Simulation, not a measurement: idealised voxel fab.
The process module presented herein is designated voxel ribs on slabs.
The cross-section shown here is cut; it is 220 nm wide and divided into square cells measuring 5 nm on a side.
How to read a cross-section here: the picture is a grid of square cells, written as bands going from the top down, and any band can span one or more rows of cells. Band: top and bottom heights (nm) first, top before bottom; then materials from left to right, widths in nm. "full width" marks a sole material filling the band edge to edge. "blank" denotes empty space. It should be noted that heights are counted from 0, beneath which the wafer as supplied is of one material throughout, and that the lowest band possesses no lower boundary but continues downward, as written in "z 0 and below". So if you see something like "30..40" for the width, read it as the top row of the band sitting at the first number and the bottom row at the second, with every row in between moving by the same amount as the last. Step marked "nothing altered"? Then no cell in the cross-section changed in it. If an empty space has no open way to the top and is at least 8 cells in size, "Voids lacking openings" lists it, written width x height at distance, where distance is measured from the left edge and every value is in nm. Read whatever lies past the settings on a step's line as the simulator's own remark about the step. overlay nm, on a step with a mask: how far to the right of its planned place the mask lay; to the left if negative.

## Process steps - plan
1: RECEIVE with material Si
2: DIRECTIONAL_DEP with material SiO2, thk nm 30
3: DIRECTIONAL_DEP with material SiN, thk nm 15
4: MASKED_ETCH with tone cover, mask id RIB, width nm 15, etch materials SiN, depth nm 10, overlay nm 0
5: PATTERN with tone cover, mask id SLAB, material resist, width nm 55, thk nm 20, overlay nm 0
6: DIRECTIONAL_ETCH with etch materials SiN, depth nm 5
7: STRIP with etch materials resist
8: FILL_DEP with material SiO2, thk nm 25
9: CMP with height nm 60
10: DIRECTIONAL_DEP with material TiN, thk nm 5
11: DIRECTIONAL_DEP with material aC, thk nm 15
12: PATTERN with tone cover, mask id HEATER, material resist, width nm 25, thk nm 35, overlay nm 0
13: DIRECTIONAL_ETCH with etch materials aC, depth nm 15
14: STRIP with etch materials resist
15: DIRECTIONAL_ETCH with etch materials TiN, depth nm 5
16: STRIP with etch materials aC
17: CONFORMAL_DEP with material SiO2, thk nm 5

## The cross-section here shows the wafer as received, i.e. in its state after step 1
* z 0 and below | Si full width
* Voids lacking openings: none

## First wafer of two, sectioned at end of module; run went per plan
* z 70 to 65 | 90 blank, 35 SiO2, 95 blank
* z 65 to 60 | 95 SiO2, 25 TiN, 100 SiO2
* z 60 to 45 | SiO2 full width
* z 45 to 35 | 100 SiO2, 15 SiN, 105 SiO2
* z 35 to 30 | 80 SiO2, 55 SiN, 85 SiO2
* z 30 to 0 | SiO2 full width
* z 0 and below | Si full width
* Voids lacking openings: none

## Second wafer cross-section at end of module - shared start and plan with the first, one mistake in the run
* z 70 to 65 | 90 blank, 35 SiO2, 95 blank
* z 65 to 60 | 95 SiO2, 25 TiN, 100 SiO2
* z 60 to 45 | SiO2 full width
* z 45 to 40 | 80 SiO2, 20 SiN, 15 SiO2, 20 SiN, 85 SiO2
* z 40 to 35 | 100 SiN, 15 SiO2, 105 SiN
* z 35 to 30 | SiN full width
* z 30 to 0 | SiO2 full width
* z 0 and below | Si full width
* Voids lacking openings: none
The mistake made against the process plan was this: step 4 did not happen as planned, as run it was MASKED_ETCH with tone open, mask id RIB, width nm 15, etch materials SiN, depth nm 10, overlay nm 0
The final cell counts differ between the wafers, with the second having more or fewer of some materials than the first: +76 SiN, -76 SiO2
